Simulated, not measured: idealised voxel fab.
This is a process module. Its name is voxel air gaps.
Section cut is 300 nm wide and gridded with 5 nm square cells.
This document writes a cross-section as a grid whose cells are square, and gives it as bands, listed from the top down; one or more rows of cells form a band.
A band entry consists of two parts. The first gives the height of the band's top and the height of its bottom, in nm. The rest lists the band's materials from left to right, each with its width in nm. A single material labelled with the word "full width" fills the band from edge to edge, and the word "blank" marks empty space.
Height 0 is the level under which the wafer as received is all one material. The lowest band goes on downwards, as in "0 -> down".
The width entry "30->40" should be interpreted row by row: the top row of cells in the band takes the first number, the bottom row takes the second number, and the change between adjacent rows is uniform throughout.
For the purposes of this document, the phrase "nothing was modified" attached to a step denotes that no cell within the cross-section was modified by that step.
Reported under the label "Enclosed empty spaces" are the empty spaces having no open way to the top and comprising 8 cells or more; the notation for each is width x height at distance, in which the distance is measured from the left edge and all three values are in nm.
On each step's line, the part that comes after the settings is the simulator's own comment on the step.
A step line may carry the setting "overlay nm", which, for steps involving a mask, states the distance by which the mask lay to the right of its intended position; negative values denote displacement to the left.
The steps planned for the process are as follows:
1,RECEIVE: material Si
2,CONFORMAL_DEP: material SiO2, thk nm 10
3,CONFORMAL_DEP: material SiCN, thk nm 5
4,DIRECTIONAL_DEP: material SiO2, thk nm 40
5,MASKED_ETCH: tone open, mask id LINES, width nm 25, pitch nm 50, etch materials SiO2, depth nm 40, overlay nm 0
6,CONFORMAL_DEP: material TiN, thk nm 5
7,FILL_DEP: material Ru, thk nm 10
8,CMP: height nm 55
9,EPI: material Ru, thk nm 10
10,SELECTIVE_ETCH: etch materials SiO2, depth nm 50
11,CONFORMAL_DEP: material SiCN, thk nm 5
The following pertains to the first of two wafers, which was processed as planned:
Cross-section of the wafer upon arrival, representing the state reached after step 1:
    0 -> down = Si full width
    Enclosed empty spaces: none
So this is the wafer cross-section right after step 2:
    10 -> 0 = SiO2 full width
    Unchanged below 0.
So this is the wafer cross-section right after step 3:
    15 -> 10 = SiCN full width
    Unchanged below 10.
So this is the wafer cross-section right after step 4:
    55 -> 15 = SiO2 full width
    Unchanged below 15.
So this is the wafer cross-section right after step 5:
    55 -> 15 = SiO2=85; blank=25; SiO2=25; blank=25; SiO2=25; blank=25; SiO2=90
    Unchanged below 15.
So this is the wafer cross-section right after step 6:
    60 -> 55 = TiN=90; blank=15; TiN=35; blank=15; TiN=35; blank=15; TiN=95
    55 -> 20 = SiO2=85; TiN=5; blank=15; TiN=5; SiO2=25; TiN=5; blank=15; TiN=5; SiO2=25; TiN=5; blank=15; TiN=5; SiO2=90
    20 -> 15 = SiO2=85; TiN=25; SiO2=25; TiN=25; SiO2=25; TiN=25; SiO2=90
    Unchanged below 15.
So this is the wafer cross-section right after step 7:
    70 -> 60 = Ru full width
    60 -> 55 = TiN=90; Ru=15; TiN=35; Ru=15; TiN=35; Ru=15; TiN=95
    55 -> 20 = SiO2=85; TiN=5; Ru=15; TiN=5; SiO2=25; TiN=5; Ru=15; TiN=5; SiO2=25; TiN=5; Ru=15; TiN=5; SiO2=90
    Unchanged below 20.
So this is the wafer cross-section right after step 8:
    55 -> 20 = SiO2=85; TiN=5; Ru=15; TiN=5; SiO2=25; TiN=5; Ru=15; TiN=5; SiO2=25; TiN=5; Ru=15; TiN=5; SiO2=90
    Unchanged below 20.
So this is the wafer cross-section right after step 9:
    65 -> 55 = blank=75; Ru=45; blank=5; Ru=45; blank=5; Ru=45; blank=80
    Unchanged below 55.
So this is the wafer cross-section right after step 10:
    65 -> 55 = blank=75; Ru=45; blank=5; Ru=45; blank=5; Ru=45; blank=80
    55 -> 20 = blank=85; TiN=5; Ru=15; TiN=5; blank=25; TiN=5; Ru=15; TiN=5; blank=25; TiN=5; Ru=15; TiN=5; blank=90
    20 -> 15 = blank=85; TiN=25; blank=25; TiN=25; blank=25; TiN=25; blank=90
    Unchanged below 15.
So this is the wafer cross-section right after step 11:
    70 -> 65 = blank=70; SiCN=155; blank=75
    65 -> 55 = blank=70; SiCN=5; Ru=45; SiCN=5; Ru=45; SiCN=5; Ru=45; SiCN=5; blank=75
    55 -> 50 = blank=70; SiCN=15; TiN=5; Ru=15; TiN=5; SiCN=25; TiN=5; Ru=15; TiN=5; SiCN=25; TiN=5; Ru=15; TiN=5; SiCN=15; blank=75
    50 -> 20 = blank=80; SiCN=5; TiN=5; Ru=15; TiN=5; SiCN=5; blank=15; SiCN=5; TiN=5; Ru=15; TiN=5; SiCN=5; blank=15; SiCN=5; TiN=5; Ru=15; TiN=5; SiCN=5; blank=85
    20 -> 15 = SiCN=85; TiN=25; SiCN=25; TiN=25; SiCN=25; TiN=25; SiCN=90
    Unchanged below 15.
    Enclosed empty spaces: 15 x 30 at 115; 15 x 30 at 165
Second wafer, same starting state and plan as the first, one mistake in the run, identical through step 4:
Look at the second wafer in cross-section at the time step 5 ought to have finished:
    55 -> 15 = SiO2=75; blank=25; SiO2=25; blank=25; SiO2=25; blank=25; SiO2=100
    Unchanged below 15.
Look at the second wafer in cross-section at the time step 6 ought to have finished:
    60 -> 55 = TiN=80; blank=15; TiN=35; blank=15; TiN=35; blank=15; TiN=105
    55 -> 20 = SiO2=75; TiN=5; blank=15; TiN=5; SiO2=25; TiN=5; blank=15; TiN=5; SiO2=25; TiN=5; blank=15; TiN=5; SiO2=100
    20 -> 15 = SiO2=75; TiN=25; SiO2=25; TiN=25; SiO2=25; TiN=25; SiO2=100
    Unchanged below 15.
Look at the second wafer in cross-section at the time step 7 ought to have finished:
    70 -> 60 = Ru full width
    60 -> 55 = TiN=80; Ru=15; TiN=35; Ru=15; TiN=35; Ru=15; TiN=105
    55 -> 20 = SiO2=75; TiN=5; Ru=15; TiN=5; SiO2=25; TiN=5; Ru=15; TiN=5; SiO2=25; TiN=5; Ru=15; TiN=5; SiO2=100
    Unchanged below 20.
Look at the second wafer in cross-section at the time step 8 ought to have finished:
    55 -> 20 = SiO2=75; TiN=5; Ru=15; TiN=5; SiO2=25; TiN=5; Ru=15; TiN=5; SiO2=25; TiN=5; Ru=15; TiN=5; SiO2=100
    Unchanged below 20.
Look at the second wafer in cross-section at the time step 9 ought to have finished:
    65 -> 55 = blank=65; Ru=45; blank=5; Ru=45; blank=5; Ru=45; blank=90
    Unchanged below 55.
Look at the second wafer in cross-section at the time step 10 ought to have finished:
    65 -> 55 = blank=65; Ru=45; blank=5; Ru=45; blank=5; Ru=45; blank=90
    55 -> 20 = blank=75; TiN=5; Ru=15; TiN=5; blank=25; TiN=5; Ru=15; TiN=5; blank=25; TiN=5; Ru=15; TiN=5; blank=100
    20 -> 15 = blank=75; TiN=25; blank=25; TiN=25; blank=25; TiN=25; blank=100
    Unchanged below 15.
Look at the second wafer in cross-section at the time step 11 ought to have finished:
    70 -> 65 = blank=60; SiCN=155; blank=85
    65 -> 55 = blank=60; SiCN=5; Ru=45; SiCN=5; Ru=45; SiCN=5; Ru=45; SiCN=5; blank=85
    55 -> 50 = blank=60; SiCN=15; TiN=5; Ru=15; TiN=5; SiCN=25; TiN=5; Ru=15; TiN=5; SiCN=25; TiN=5; Ru=15; TiN=5; SiCN=15; blank=85
    50 -> 20 = blank=70; SiCN=5; TiN=5; Ru=15; TiN=5; SiCN=5; blank=15; SiCN=5; TiN=5; Ru=15; TiN=5; SiCN=5; blank=15; SiCN=5; TiN=5; Ru=15; TiN=5; SiCN=5; blank=95
    20 -> 15 = SiCN=75; TiN=25; SiCN=25; TiN=25; SiCN=25; TiN=25; SiCN=100
    Unchanged below 15.
    Enclosed empty spaces: 15 x 30 at 105; 15 x 30 at 155
In executing the process, a mistake was made relative to the plan: so step 5 ended up running with a different setting than we planned, it ran as MASKED_ETCH: tone open, mask id LINES, width nm 25, pitch nm 50, etch materials SiO2, depth nm 40, overlay nm -10
At the close, every material occupies the same number of cells on the second wafer as on the first, only in different positions.
